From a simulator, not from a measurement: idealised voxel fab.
Documented hereafter: the process module known as voxel released beams.
In the cross-section labelled cut, the width is 255 nm and each square cell is 5 nm.
Cross-sections here: square-cell grids, written as top-down lists of bands, a band being one or more rows of cells.
In this notation a band is specified by the heights of its top and bottom, in that order and in nm, after which its materials appear from left to right, each paired with its width in nm. The word "everywhere" attached to a single material means that material fills the band from edge to edge; the word "empty" stands for empty space.
We count height from 0. Below that, the starting wafer is all one material. The lowest band never ends at the bottom but goes on down; see "0 down" for how that is written.
Note: "30..40" means the width goes from the first number (top row of the band) to the second number (bottom row) in equal steps per row of cells.
A step reported as "nothing changed" is a step in which no cell of the cross-section changed.
Catalogued sealed voids: empty space of 8 cells or more with no open way to the top, each as width x height at its distance from the left edge, in nm
after a step's settings: what the simulator itself notes on the step
If you see "overlay nm" on a step's line and that step has a mask, it's telling you how far right of where it was planned the mask ended up; a negative number means it went left instead.

### Planned step list for the process
1) RECEIVE [material Si]
2) CONFORMAL_DEP [material SiN] [thk nm 5]
3) DIRECTIONAL_DEP [material SiO2] [thk nm 15]
4) DIRECTIONAL_DEP [material aC] [thk nm 10]
5) PATTERN [tone open] [mask id ANCHOR] [material resist] [width nm 35] [thk nm 30] [overlay nm 0]
6) DIRECTIONAL_ETCH [etch materials aC] [depth nm 10]
7) STRIP [etch materials resist]
8) DIRECTIONAL_ETCH [etch materials SiO2] [depth nm 15]
9) STRIP [etch materials aC]
10) CONFORMAL_DEP [material TiN] [thk nm 15]
11) DIRECTIONAL_DEP [material aC] [thk nm 10]
12) PATTERN [tone cover] [mask id BEAM] [material resist] [width nm 80] [thk nm 25] [overlay nm 0]
13) DIRECTIONAL_ETCH [etch materials aC] [depth nm 10]
14) STRIP [etch materials resist]
15) DIRECTIONAL_ETCH [etch materials TiN] [depth nm 15]
16) STRIP [etch materials aC]
17) STRIP [etch materials SiO2]

### Cross-sectional view of the wafer in its as-received condition, corresponding to the state after step 1
	0 down: Si everywhere
	Catalogued sealed voids: none

### Same starting wafer, same plan as above, one mistake in the execution; this is the cross-section at the end of the module
	35 to 20: 85 empty | 55 TiN | 115 empty
	20 to 5: 75 empty | 15 TiN | 35 SiO2 | 40 TiN | 90 empty
	5 to 0: SiN everywhere
	0 down: Si everywhere
	Catalogued sealed voids: none
What broke from the plan during processing? step 5, actual vs plan mismatch, actual run PATTERN [tone cover] [mask id ANCHOR] [material resist] [width nm 35] [thk nm 30] [overlay nm 0]
